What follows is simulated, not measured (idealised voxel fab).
Process module in this document: voxel self aligned contacts
FYI the section here is cut, 250 nm wide, cells are 5 nm squares.
For the purposes of this document, a cross-section shall be understood as a grid of square cells, specified as bands listed in top-to-bottom order, each band consisting of one or more rows of cells.
It is stipulated that each band's entry specify, in nanometres, the height of the top of the band and then that of its bottom, followed by the materials of the band in left-to-right sequence, each together with its width in nanometres. A single material marked by the word "everywhere" is understood to fill the band from edge to edge; the word "air" is understood to denote empty space.
Below 0: as-received wafer, all one material; heights counted from there. Lowest band: no bottom, goes on down, written "0 -> down".
Quick explanation for "30..40": the width changes in equal steps down the rows of cells, from the first number in the band's top row to the second number in its bottom row.
"no alteration" -> step changed no cross-section cell.
Entry "Enclosed cavity list". Content: empty spaces with no open connection to the top, size 8 cells or greater. Each: width x height at distance. Distance: from left edge. Unit: nm.
Whatever follows a step's settings on its line is a remark the simulator itself makes about that step.
Steps that use a mask can have "overlay nm" on their line. It says how far the mask sat to the right of where it was meant to be. Negative means to the left.
The process steps that were planned are listed below:
1: RECEIVE,material Si
2: CONFORMAL_DEP,material SiO2,thk nm 5
3: DIRECTIONAL_DEP,material polySi,thk nm 25
4: DIRECTIONAL_DEP,material SiN,thk nm 20
5: DIRECTIONAL_DEP,material aC,thk nm 10
6: PATTERN,tone cover,mask id GATE,material resist,width nm 35,pitch nm 70,thk nm 30,overlay nm -15
7: DIRECTIONAL_ETCH,etch materials aC,depth nm 10
8: STRIP,etch materials resist
9: DIRECTIONAL_ETCH,etch materials SiN,depth nm 20
10: DIRECTIONAL_ETCH,etch materials polySi,depth nm 25
11: STRIP,etch materials aC
12: CONFORMAL_DEP,material SiN,thk nm 5
13: DIRECTIONAL_ETCH,etch materials SiN,depth nm 5
14: FILL_DEP,material SiO2,thk nm 15
15: CMP,height nm 60
16: DIRECTIONAL_DEP,material aC,thk nm 10
17: PATTERN,tone open,mask id CONTACT,material resist,width nm 55,pitch nm 70,thk nm 25,overlay nm 0
18: DIRECTIONAL_ETCH,etch materials aC,depth nm 10
19: STRIP,etch materials resist
20: DIRECTIONAL_ETCH,etch materials SiO2,depth nm 60
21: STRIP,etch materials aC
22: CONFORMAL_DEP,material TiN,thk nm 5
23: FILL_DEP,material Ru,thk nm 10
24: CMP,height nm 60
25: CONFORMAL_DEP,material SiN,thk nm 5
The wafers in this document start out alike and differ in the overlay nm applied at step 6; the plan shows the value used for the first wafer.
As received, i.e. after step 1: cross-section through the first of several wafers:
0 -> down: Si everywhere
Enclosed cavity list: none
Per-wafer rows below. For each material: cells gained (+) or lost (-) since the wafer was received, as of end of module. Then: closed voids:
overlay nm -15; +78 Ru; +188 SiN; +213 SiO2; +66 TiN; +105 polySi; Enclosed cavity list: none
overlay nm -10; +78 Ru; +188 SiN; +213 SiO2; +66 TiN; +105 polySi; Enclosed cavity list: none
overlay nm -5; +78 Ru; +188 SiN; +213 SiO2; +66 TiN; +105 polySi; Enclosed cavity list: none
overlay nm 0; +78 Ru; +188 SiN; +213 SiO2; +66 TiN; +105 polySi; Enclosed cavity list: none
overlay nm 5; +78 Ru; +188 SiN; +213 SiO2; +66 TiN; +105 polySi; Enclosed cavity list: none
overlay nm 10; +78 Ru; +188 SiN; +213 SiO2; +66 TiN; +105 polySi; Enclosed cavity list: none
overlay nm 15; +78 Ru; +188 SiN; +213 SiO2; +66 TiN; +105 polySi; Enclosed cavity list: none
